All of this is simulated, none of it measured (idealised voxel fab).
Process module, titled voxel ribs on slabs
Pictured: cross-section cut, 205 nm wide, on a grid of 5 nm square cells.
Notation: cross-section as square-cell grid; stated in bands, top first, going down; one or more cell rows per band.
It is stipulated that each band's entry specify, in nanometres, the height of the top of the band and then that of its bottom, followed by the materials of the band in left-to-right sequence, each together with its width in nanometres. A single material marked by the word "throughout" is understood to fill the band from edge to edge; the word "blank" is understood to denote empty space.
It should be noted that heights are counted from 0, beneath which the wafer as supplied is of one material throughout, and that the lowest band possesses no lower boundary but continues downward, as written in "0 -> down".
Per-row width for "30..40": begins at first number (top row of band), ends at second number (bottom row), increment between rows held constant.
You'll sometimes find "nothing was modified" written for a step, and that's the way of saying that nowhere in the cross-section did a cell change during that step.
"Closed voids list" means: voids of 8 cells or more that are shut off from the top with no open way through. Written width x height at distance, distance from the left edge, in nm.
Step line, after settings: the simulator's comment on this step.
Among the settings permitted on a step's line is "overlay nm"; applied to a step with a mask, it specifies the extent to which the mask lay to the right of its planned position, whereas a negative figure signifies a position to the left.

**Process steps - plan**
1,RECEIVE,material Si
2,DIRECTIONAL_DEP,material SiO2,thk nm 20
3,DIRECTIONAL_DEP,material SiN,thk nm 25
4,DIRECTIONAL_DEP,material aC,thk nm 10
5,PATTERN,tone cover,mask id RIB,material resist,width nm 20,thk nm 25,overlay nm 0
6,DIRECTIONAL_ETCH,etch materials aC,depth nm 10
7,STRIP,etch materials resist
8,DIRECTIONAL_ETCH,etch materials SiN,depth nm 15
9,STRIP,etch materials aC
10,MASKED_ETCH,tone cover,mask id SLAB,width nm 70,etch materials SiN,depth nm 10,overlay nm 0
11,FILL_DEP,material SiO2,thk nm 20
12,CMP,height nm 55
13,DIRECTIONAL_DEP,material TiN,thk nm 5
14,PATTERN,tone cover,mask id HEATER,material resist,width nm 30,thk nm 15,overlay nm 0
15,DIRECTIONAL_ETCH,etch materials TiN,depth nm 5
16,STRIP,etch materials resist
17,CONFORMAL_DEP,material SiN,thk nm 10

**As-received wafer cross-section (after step 1)**
    0 -> down = Si throughout
    Closed voids list: none

**Result of the module, cross-sectioned: start per above, plan per above, one error in how it was run**
    70 -> 65 = 75 of blank / 50 of SiN / 80 of blank
    65 -> 60 = SiN throughout
    60 -> 55 = 85 of SiN / 30 of TiN / 90 of SiN
    55 -> 40 = SiO2 throughout
    40 -> 30 = 65 of SiO2 / 70 of SiN / 70 of SiO2
    30 -> 20 = aC throughout
    20 -> 0 = SiO2 throughout
    0 -> down = Si throughout
    Closed voids list: none
Diagnosis: steps 3 and 4 traded places in the executed sequence
